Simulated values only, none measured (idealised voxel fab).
This is a process module. Its name is voxel transistor to metal.
In the cross-section labelled cut, the width is 165 nm and each square cell is 5 nm.
Cross-sections here: square-cell grids, written as top-down lists of bands, a band being one or more rows of cells.
Within each band entry, the heights of the top and of the bottom of the band appear first, in that order and in nm; the materials of the band then follow from left to right, each with its corresponding width in nm. The designation "everywhere" on a single material indicates that it fills the band from edge to edge; the designation "empty" indicates empty space.
It should be noted that heights are counted from 0, beneath which the wafer as supplied is of one material throughout, and that the lowest band possesses no lower boundary but continues downward, as written in "z 0 and below".
Graded width ("30->40"): value in top row of band = first number; value in bottom row = second number; row-to-row change constant.
The cross-section has no changed cell in any step marked "nothing different".
Basically, "Enclosed internal voids" tells you about the enclosed voids: empty spaces with no open way to the top, 8 cells or bigger, each written width x height at distance, where distance is from the left edge, all in nm.
On each step's line, the part that comes after the settings is the simulator's own comment on the step.
You can add "overlay nm" to a step's line. For a step with a mask, it describes how far the mask lay to the right of its planned position, and a negative number describes a lay to the left.
# The following list gives the planned process steps
1. RECEIVE: material Si
2. CONFORMAL_DEP: material SiO2, thk nm 5
3. CONFORMAL_DEP: material SiN, thk nm 15
4. MASKED_ETCH: tone cover, mask id ACTIVE, width nm 105, etch materials SiN, depth nm 15, overlay nm 0
5. MASKED_ETCH: tone cover, mask id ACTIVE, width nm 105, etch materials SiO2, depth nm 5, overlay nm 0
6. MASKED_ETCH: tone cover, mask id ACTIVE, width nm 105, etch materials Si, depth nm 25, overlay nm 0
7. FILL_DEP: material SiO2, thk nm 15
8. CMP: height nm 20
9. SELECTIVE_ETCH: etch materials SiO2, depth nm 10
10. STRIP: etch materials SiN
11. SELECTIVE_ETCH: etch materials SiO2, depth nm 5
12. OXIDIZE: depth nm 5
13. DIRECTIONAL_DEP: material polySi, thk nm 20
14. DIRECTIONAL_DEP: material SiCN, thk nm 15
15. DIRECTIONAL_DEP: material aC, thk nm 10
16. PATTERN: tone cover, mask id GATE, material resist, width nm 35, thk nm 25, overlay nm 0
17. DIRECTIONAL_ETCH: etch materials aC, depth nm 10
18. STRIP: etch materials resist
19. DIRECTIONAL_ETCH: etch materials SiCN, depth nm 25
20. DIRECTIONAL_ETCH: etch materials polySi, depth nm 30
21. STRIP: etch materials aC
22. CONFORMAL_DEP: material SiO2, thk nm 5
23. DIRECTIONAL_ETCH: etch materials SiO2, depth nm 5
24. CONFORMAL_DEP: material SiN, thk nm 10
25. DIRECTIONAL_ETCH: etch materials SiN, depth nm 10
26. DIRECTIONAL_ETCH: etch materials SiO2, depth nm 5
27. DIRECTIONAL_ETCH: etch materials Si, depth nm 5
28. EPI: material nSi, thk nm 10
29. FILL_DEP: material SiO2, thk nm 10
30. CMP: height nm 20
31. STRIP: etch materials polySi
32. SELECTIVE_ETCH: etch materials SiO2, depth nm 5
33. CONFORMAL_DEP: material HfO2, thk nm 5
34. CONFORMAL_DEP: material TiN, thk nm 5
35. FILL_DEP: material W, thk nm 10
36. CMP: height nm 15
37. DIRECTIONAL_DEP: material SiO2, thk nm 10
38. MASKED_ETCH: tone open, mask id CONTACT, width nm 15, pitch nm 80, etch materials SiO2, depth nm 20, overlay nm 0
39. CONFORMAL_DEP: material TiN, thk nm 5
40. FILL_DEP: material W, thk nm 5
41. CMP: height nm 25
42. CONFORMAL_DEP: material SiCN, thk nm 5
43. DIRECTIONAL_DEP: material SiO2, thk nm 20
44. DIRECTIONAL_DEP: material aC, thk nm 10
45. PATTERN: tone open, mask id METAL_1, material resist, width nm 15, pitch nm 80, thk nm 25, overlay nm 0
46. DIRECTIONAL_ETCH: etch materials aC, depth nm 10
47. STRIP: etch materials resist
48. DIRECTIONAL_ETCH: etch materials SiO2, depth nm 20
49. DIRECTIONAL_ETCH: etch materials SiCN, depth nm 5
50. STRIP: etch materials aC
51. CONFORMAL_DEP: material TiN, thk nm 5
52. FILL_DEP: material Cu, thk nm 10
53. CMP: height nm 50
54. CONFORMAL_DEP: material SiCN, thk nm 5
55. DIRECTIONAL_DEP: material lowk, thk nm 25
56. MASKED_ETCH: tone open, mask id METAL_2, width nm 15, pitch nm 80, etch materials lowk, depth nm 15, overlay nm 0
57. MASKED_ETCH: tone open, mask id METAL_2_HOLES, width nm 15, pitch nm 80, etch materials lowk, depth nm 10, overlay nm 0
58. MASKED_ETCH: tone open, mask id METAL_2_HOLES, width nm 15, pitch nm 80, etch materials SiCN, depth nm 5, overlay nm 0
59. CONFORMAL_DEP: material TiN, thk nm 5
60. FILL_DEP: material Ru, thk nm 5
61. CMP: height nm 80
62. CONFORMAL_DEP: material SiCN, thk nm 5
# Cross-section, incoming material, after step 1
* z 0 and below = Si everywhere
* Enclosed internal voids: none
# One mistake in running the module, otherwise start and plan as above: cross-section at the end
* z 85 to 80 = SiCN everywhere
* z 80 to 75 = Ru everywhere
* z 75 to 70 = Ru 30; TiN 25; Ru 55; TiN 25; Ru 30
* z 70 to 65 = TiN 35; lowk 15; TiN 65; lowk 15; TiN 35
* z 65 to 55 = lowk everywhere
* z 55 to 50 = SiCN everywhere
* z 50 to 30 = SiO2 35; TiN 5; Cu 5; TiN 5; SiO2 65; TiN 5; Cu 5; TiN 5; SiO2 35
* z 30 to 25 = SiCN 35; TiN 15; SiCN 65; TiN 15; SiCN 35
* z 25 to 15 = SiO2 35; TiN 5; W 5; TiN 5; SiO2 65; TiN 5; W 5; TiN 5; SiO2 35
* z 15 to 10 = SiO2 35; TiN 5; W 5; TiN 5; SiN 10; HfO2 5; TiN 5; W 25; TiN 5; HfO2 5; SiN 10; TiN 5; W 5; TiN 5; SiO2 35
* z 10 to 5 = SiO2 35; TiN 15; SiN 10; HfO2 5; TiN 5; W 25; TiN 5; HfO2 5; SiN 10; TiN 15; SiO2 35
* z 5 to 0 = SiO2 30; SiN 10; nSi 10; SiN 10; HfO2 5; TiN 35; HfO2 5; SiN 10; nSi 10; SiN 10; SiO2 30
* z 0 to -5 = SiO2 40; nSi 10; SiO2 10; HfO2 45; SiO2 10; nSi 10; SiO2 40
* z -5 to -10 = SiO2 30; Si 10; nSi 10; Si 65; nSi 10; Si 10; SiO2 30
* z -10 to -25 = SiO2 30; Si 105; SiO2 30
* z -25 and below = Si everywhere
* Enclosed internal voids: none
Processing error: step 56 went in with a setting other than planned; the actual run was MASKED_ETCH: tone cover, mask id METAL_2, width nm 15, pitch nm 80, etch materials lowk, depth nm 15, overlay nm 0
